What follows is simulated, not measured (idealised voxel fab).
process module | voxel air gaps
cross-section cut | 245 nm wide | cells 5 nm
A cross-section is a grid of square cells, given in bands from the top down. A band is one or more rows of cells.
Each band's line starts with the height of the band's top and of its bottom, in nm. Then come its materials from left to right, each with its width in nm. One material with "throughout" fills the band from edge to edge. "air" is empty space.
Height 0 is the level under which the wafer as received is all one material. The lowest band goes on downwards, as in "0 down".
A width such as "30 to 40" changes by the same amount from each row of cells to the next, from the band's top row to its bottom row.
"no change" after a step means that no cell of the cross-section changed.
closed voids: empty space of 8 cells or more with no open way to the top, each as width x height at its distance from the left edge, in nm
after a step's settings: what the simulator itself notes on the step
overlay nm, on a step with a mask: how far to the right of its planned place the mask lay; to the left if negative
plan
1 op RECEIVE | material Si
2 op CONFORMAL_DEP | material SiO2 | thk nm 15
3 op CONFORMAL_DEP | material SiCN | thk nm 5
4 op DIRECTIONAL_DEP | material lowk | thk nm 35
5 op PATTERN | tone open | mask id LINES | material resist | width nm 15 | pitch nm 55 | thk nm 20 | overlay nm 0
6 op DIRECTIONAL_ETCH | etch materials lowk | depth nm 35
7 op STRIP | etch materials resist
8 op CONFORMAL_DEP | material TiN | thk nm 5
9 op FILL_DEP | material W | thk nm 5
10 op CMP | height nm 55
11 op EPI | material Ru | thk nm 10
12 op SELECTIVE_ETCH | etch materials lowk | depth nm 45
13 op CONFORMAL_DEP | material SiCN | thk nm 5
varied across the wafers: width nm of step 5. The plan shows the first wafer's value. All wafers start alike
first wafer as received, after step 1
  0 down: Si throughout
  closed voids: none
each wafer at the end: cells of each material gained (+) or lost (-) since it was received, then its closed voids
width nm 15 | +42 Ru | +176 SiCN | +147 SiO2 | +45 TiN | +18 W | closed voids: none
width nm 20 | +48 Ru | +176 SiCN | +147 SiO2 | +48 TiN | +36 W | closed voids: none
width nm 25 | +54 Ru | +176 SiCN | +147 SiO2 | +51 TiN | +54 W | closed voids: 20 x 25 at 85; 20 x 25 at 140
width nm 30 | +60 Ru | +168 SiCN | +147 SiO2 | +54 TiN | +72 W | closed voids: 15 x 25 at 90; 15 x 25 at 145
width nm 35 | +66 Ru | +124 SiCN | +147 SiO2 | +57 TiN | +90 W | +56 lowk | closed voids: none
width nm 40 | +68 Ru | +124 SiCN | +147 SiO2 | +60 TiN | +108 W | +42 lowk | closed voids: none
